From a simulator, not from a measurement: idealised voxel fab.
The process module presented herein is designated voxel plated lines.
In the cross-section labelled cut, the width is 175 nm and each square cell is 5 nm.
This document writes a cross-section as a grid whose cells are square, and gives it as bands, listed from the top down; one or more rows of cells form a band.
First you get the band's top height and its bottom height, in nm, and then the materials it's made of, left to right, with each width in nm. If you see a single material with "edge to edge", that one covers the band edge to edge. "blank" is empty space.
Heights are expressed relative to 0, this being the level below which the as-received wafer comprises one material exclusively. The lowest band is unbounded in the downward direction and is denoted as in "0 -> down".
The width entry "30..40" should be interpreted row by row: the top row of cells in the band takes the first number, the bottom row takes the second number, and the change between adjacent rows is uniform throughout.
"nothing different" (step): cross-section cells unchanged, all of them.
Closed-off voids of 8+ cells (no open route to the top) go in "Non-vented voids", written width x height at distance from the left edge, in nm.
Whatever follows a step's settings on its line is a remark the simulator itself makes about that step.
The "overlay nm" setting may appear on a step's line; for a step that uses a mask, it gives how far to the right of its planned position the mask lay, and a negative value indicates the left.
**Intended process steps**
| 1 | RECEIVE, material Si |
| 2 | CONFORMAL_DEP, material SiO2, thk nm 5 |
| 3 | DIRECTIONAL_DEP, material TiN, thk nm 5 |
| 4 | PATTERN, tone open, mask id LINES, material resist, width nm 20, pitch nm 40, thk nm 40, overlay nm 0 |
| 5 | EPI, material Ru, thk nm 5 |
| 6 | EPI, material Ru, thk nm 5 |
| 7 | EPI, material Ru, thk nm 10 |
| 8 | STRIP, etch materials resist |
| 9 | DIRECTIONAL_ETCH, etch materials TiN, depth nm 5 |
| 10 | CONFORMAL_DEP, material SiN, thk nm 10 |
**Cross-section of the incoming wafer, state after step 1**
- 0 -> down | Si edge to edge
- Non-vented voids: none
**End-of-module XS, first of two wafers, run as planned**
- 40 -> 30 | blank=25; SiN=120; blank=30
- 30 -> 15 | blank=25; SiN=10; Ru=20; SiN=20; Ru=20; SiN=20; Ru=20; SiN=10; blank=30
- 15 -> 10 | SiN=35; Ru=20; SiN=20; Ru=20; SiN=20; Ru=20; SiN=40
- 10 -> 5 | SiN=35; TiN=20; SiN=20; TiN=20; SiN=20; TiN=20; SiN=40
- 5 -> 0 | SiO2 edge to edge
- 0 -> down | Si edge to edge
- Non-vented voids: none
**Second of two wafers, module complete, sectioned: it shares the first wafer's start and plan but was run with one mistake**
- 40 -> 30 | blank=15; SiN=120; blank=40
- 30 -> 15 | blank=15; SiN=10; Ru=20; SiN=20; Ru=20; SiN=20; Ru=20; SiN=10; blank=40
- 15 -> 10 | SiN=25; Ru=20; SiN=20; Ru=20; SiN=20; Ru=20; SiN=50
- 10 -> 5 | SiN=25; TiN=20; SiN=20; TiN=20; SiN=20; TiN=20; SiN=50
- 5 -> 0 | SiO2 edge to edge
- 0 -> down | Si edge to edge
- Non-vented voids: none
Here's what went sideways: not per plan at step 4, really ran PATTERN, tone open, mask id LINES, material resist, width nm 20, pitch nm 40, thk nm 40, overlay nm -10
at the end the second wafer has, in cells: as many of each material as the first, in other places
